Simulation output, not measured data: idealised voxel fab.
The document below concerns the process module designated voxel transistor to metal.
cross-section cut | 150 nm wide | cells 5 nm
Throughout this document, each cross-section is represented as a grid of square cells and is presented as a sequence of bands enumerated from the top downward, where a band comprises one or more rows of cells.
In this notation a band is specified by the heights of its top and bottom, in that order and in nm, after which its materials appear from left to right, each paired with its width in nm. The word "all across" attached to a single material means that material fills the band from edge to edge; the word "air" stands for empty space.
Where do heights start? At 0: under that level the wafer as delivered is made of one material only. And the lowest band has no floor; it just carries on downward, as in "top 0, no bottom".
A width given as "30 to 40" starts at the first number in the band's top row and ends at the second number in its bottom row, shifting by an equal amount at every step from row to row.
"no modification" for a step: no cell of the cross-section changed in that step.
So "Sealed void listing" is basically the list of trapped voids: any empty space of 8 cells or more that can't reach the top through an opening. They're written width x height at distance, the distance being from the left edge, and it's all nm.
Heads up: the bit after the settings on a step's line is the simulator's remark on that step.
overlay nm: where the mask lay relative to plan, measured to the right, on steps with a mask; negatives go left.
# plan
step 1: RECEIVE (material Si)
step 2: OXIDIZE (depth nm 5)
step 3: CONFORMAL_DEP (material SiN; thk nm 10)
step 4: PATTERN (tone cover; mask id ACTIVE; material resist; width nm 95; thk nm 20; overlay nm 0)
step 5: DIRECTIONAL_ETCH (etch materials SiN; depth nm 10)
step 6: DIRECTIONAL_ETCH (etch materials SiO2; depth nm 5)
step 7: DIRECTIONAL_ETCH (etch materials Si; depth nm 35)
step 8: STRIP (etch materials resist)
step 9: FILL_DEP (material SiO2; thk nm 5)
step 10: CMP (height nm 10)
step 11: SELECTIVE_ETCH (etch materials SiO2; depth nm 10)
step 12: STRIP (etch materials SiN)
step 13: SELECTIVE_ETCH (etch materials SiO2; depth nm 5)
step 14: OXIDIZE (depth nm 5)
step 15: DIRECTIONAL_DEP (material polySi; thk nm 30)
step 16: DIRECTIONAL_DEP (material SiCN; thk nm 10)
step 17: MASKED_ETCH (tone cover; mask id GATE; width nm 25; etch materials SiCN; depth nm 20; overlay nm 0)
step 18: MASKED_ETCH (tone cover; mask id GATE; width nm 25; etch materials polySi; depth nm 40; overlay nm 0)
step 19: CONFORMAL_DEP (material SiO2; thk nm 5)
step 20: DIRECTIONAL_ETCH (etch materials SiO2; depth nm 5)
step 21: CONFORMAL_DEP (material SiN; thk nm 5)
step 22: DIRECTIONAL_ETCH (etch materials SiN; depth nm 5)
step 23: DIRECTIONAL_ETCH (etch materials SiO2; depth nm 5)
step 24: DIRECTIONAL_ETCH (etch materials Si; depth nm 5)
step 25: EPI (material SiGe; thk nm 10)
step 26: FILL_DEP (material SiO2; thk nm 10)
step 27: CMP (height nm 25)
step 28: STRIP (etch materials polySi)
step 29: SELECTIVE_ETCH (etch materials SiO2; depth nm 5)
step 30: CONFORMAL_DEP (material HfO2; thk nm 5)
step 31: CONFORMAL_DEP (material TiN; thk nm 5)
step 32: FILL_DEP (material W; thk nm 10)
step 33: CMP (height nm 20)
step 34: DIRECTIONAL_DEP (material SiO2; thk nm 15)
step 35: MASKED_ETCH (tone open; mask id CONTACT; width nm 15; pitch nm 70; etch materials SiO2; depth nm 40; overlay nm 0)
step 36: CONFORMAL_DEP (material TiN; thk nm 5)
step 37: FILL_DEP (material Ru; thk nm 10)
step 38: CMP (height nm 35)
step 39: CONFORMAL_DEP (material SiCN; thk nm 5)
step 40: DIRECTIONAL_DEP (material SiO2; thk nm 20)
step 41: PATTERN (tone open; mask id METAL_1; material resist; width nm 15; pitch nm 70; thk nm 15; overlay nm 0)
step 42: DIRECTIONAL_ETCH (etch materials SiO2; depth nm 20)
step 43: DIRECTIONAL_ETCH (etch materials SiCN; depth nm 5)
step 44: STRIP (etch materials resist)
step 45: CONFORMAL_DEP (material TiN; thk nm 5)
step 46: FILL_DEP (material Cu; thk nm 10)
step 47: CMP (height nm 60)
step 48: CONFORMAL_DEP (material SiN; thk nm 5)
# As-received state of the wafer in cross-section, equivalent to post-step 1
	top 0, no bottom  Si all across
	Sealed void listing: none
# Below is the wafer in cross-section after the module was completed. It began from the starting point shown above and followed the plan shown above, except that one mistake was made while running it
	top 65, bottom 60  SiN all across
	top 60, bottom 40  SiO2 30, then TiN 5, then Cu 5, then TiN 5, then SiO2 55, then TiN 5, then Cu 5, then TiN 5, then SiO2 35
	top 40, bottom 35  SiCN 30, then TiN 15, then SiCN 55, then TiN 15, then SiCN 35
	top 35, bottom 20  SiO2 25, then TiN 5, then Ru 5, then TiN 5, then SiO2 55, then TiN 5, then Ru 5, then TiN 5, then SiO2 40
	top 20, bottom 5  SiO2 25, then TiN 5, then Ru 5, then TiN 5, then SiO2 10, then SiN 5, then HfO2 5, then TiN 5, then W 15, then TiN 5, then HfO2 5, then SiN 5, then TiN 5, then Ru 5, then TiN 5, then SiO2 40
	top 5, bottom 0  SiO2 25, then TiN 5, then Ru 5, then TiN 5, then SiO2 10, then SiN 5, then HfO2 5, then TiN 5, then W 15, then TiN 5, then HfO2 5, then SiN 5, then TiN 15, then SiO2 40
	top 0, bottom -5  SiO2 25, then TiN 15, then SiGe 10, then SiN 5, then HfO2 5, then TiN 25, then HfO2 5, then SiN 5, then SiGe 10, then TiN 5, then SiO2 40
	top -5, bottom -10  SiO2 20, then SiGe 30, then SiO2 5, then HfO2 35, then SiO2 5, then SiGe 30, then SiO2 25
	top -10, bottom -15  SiO2 25, then SiGe 25, then Si 45, then SiGe 25, then SiO2 30
	top -15, bottom -40  SiO2 25, then Si 95, then SiO2 30
	top -40, no bottom  Si all across
	Sealed void listing: none
Which mistake was made when the wafer was run? step 35, actual vs plan mismatch, actual run MASKED_ETCH (tone open; mask id CONTACT; width nm 15; pitch nm 70; etch materials SiO2; depth nm 40; overlay nm -5)
